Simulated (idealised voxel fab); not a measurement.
process module | voxel capacitor over wiring
cross-section cut | 160 nm wide | cells 5 nm
A cross-section is a grid of square cells, given in bands from the top down. A band is one or more rows of cells.
Each band's line starts with the height of the band's top and of its bottom, in nm. Then come its materials from left to right, each with its width in nm. One material with "throughout" fills the band from edge to edge. "air" is empty space.
Height 0 is the level under which the wafer as received is all one material. The lowest band goes on downwards, as in "0 down".
A width such as "30 to 40" changes by the same amount from each row of cells to the next, from the band's top row to its bottom row.
"no change" after a step means that no cell of the cross-section changed.
closed voids: empty space of 8 cells or more with no open way to the top, each as width x height at its distance from the left edge, in nm
after a step's settings: what the simulator itself notes on the step
overlay nm, on a step with a mask: how far to the right of its planned place the mask lay; to the left if negative
plan
1 op RECEIVE | material Si
2 op CONFORMAL_DEP | material SiO2 | thk nm 15
3 op DIRECTIONAL_DEP | material TiN | thk nm 5
4 op DIRECTIONAL_DEP | material W | thk nm 20
5 op DIRECTIONAL_DEP | material aC | thk nm 15
6 op PATTERN | tone cover | mask id METAL_1 | material resist | width nm 30 | pitch nm 95 | thk nm 30 | overlay nm 0
7 op DIRECTIONAL_ETCH | etch materials aC | depth nm 15
8 op STRIP | etch materials resist
9 op DIRECTIONAL_ETCH | etch materials W | depth nm 20
10 op DIRECTIONAL_ETCH | etch materials TiN | depth nm 5
11 op STRIP | etch materials aC
12 op FILL_DEP | material lowk | thk nm 10
13 op CMP | height nm 40
14 op CONFORMAL_DEP | material SiCN | thk nm 5
15 op DIRECTIONAL_DEP | material SiO2 | thk nm 20
16 op PATTERN | tone open | mask id PLUG_1 | material resist | width nm 15 | thk nm 15 | overlay nm 0
17 op DIRECTIONAL_ETCH | etch materials SiO2 | depth nm 20
18 op DIRECTIONAL_ETCH | etch materials SiCN | depth nm 5
19 op STRIP | etch materials resist
20 op CONFORMAL_DEP | material TiN | thk nm 5
21 op FILL_DEP | material Cu | thk nm 10
22 op CMP | height nm 65
23 op DIRECTIONAL_DEP | material TiN | thk nm 10
24 op DIRECTIONAL_DEP | material SiN | thk nm 5
25 op DIRECTIONAL_DEP | material TiN | thk nm 5
26 op PATTERN | tone cover | mask id UPPER_PLATE | material resist | width nm 70 | thk nm 15 | overlay nm 0
27 op DIRECTIONAL_ETCH | etch materials TiN | depth nm 5
28 op DIRECTIONAL_ETCH | etch materials SiN | depth nm 5
29 op STRIP | etch materials resist
30 op PATTERN | tone cover | mask id LOWER_PLATE | material resist | width nm 80 | thk nm 15 | overlay nm 0
31 op DIRECTIONAL_ETCH | etch materials TiN | depth nm 10
32 op STRIP | etch materials resist
33 op FILL_DEP | material SiO2 | thk nm 20
34 op CMP | height nm 100
35 op MASKED_ETCH | tone open | mask id PLUG_2 | width nm 15 | etch materials SiO2 | depth nm 15 | overlay nm 0
36 op CONFORMAL_DEP | material TiN | thk nm 5
37 op FILL_DEP | material Ru | thk nm 10
38 op CMP | height nm 100
39 op CONFORMAL_DEP | material SiCN | thk nm 5
as received, after step 1
  0 down: Si throughout
  closed voids: none
a wafer at the end: this start, this plan, one mistake
  105 to 100: SiCN throughout
  100 to 90: SiO2 40 | TiN 5 | Ru 5 | TiN 5 | SiO2 105
  90 to 80: SiO2 40 to 30 | TiN 15 to 70 | SiO2 105 to 60
  80 to 75: SiO2 30 | SiN 70 | SiO2 60
  75 to 65: SiO2 25 | TiN 80 | SiO2 55
  65 to 45: SiO2 30 | TiN 5 | Cu 5 | TiN 5 | SiO2 115
  45 to 40: SiCN 30 | TiN 15 | SiCN 115
  40 to 35: lowk throughout
  35 to 15: lowk 15 | W 30 | lowk 65 | W 30 | lowk 20
  15 to 0: SiO2 throughout
  0 down: Si throughout
  closed voids: none
what went wrong: step 3 was left out
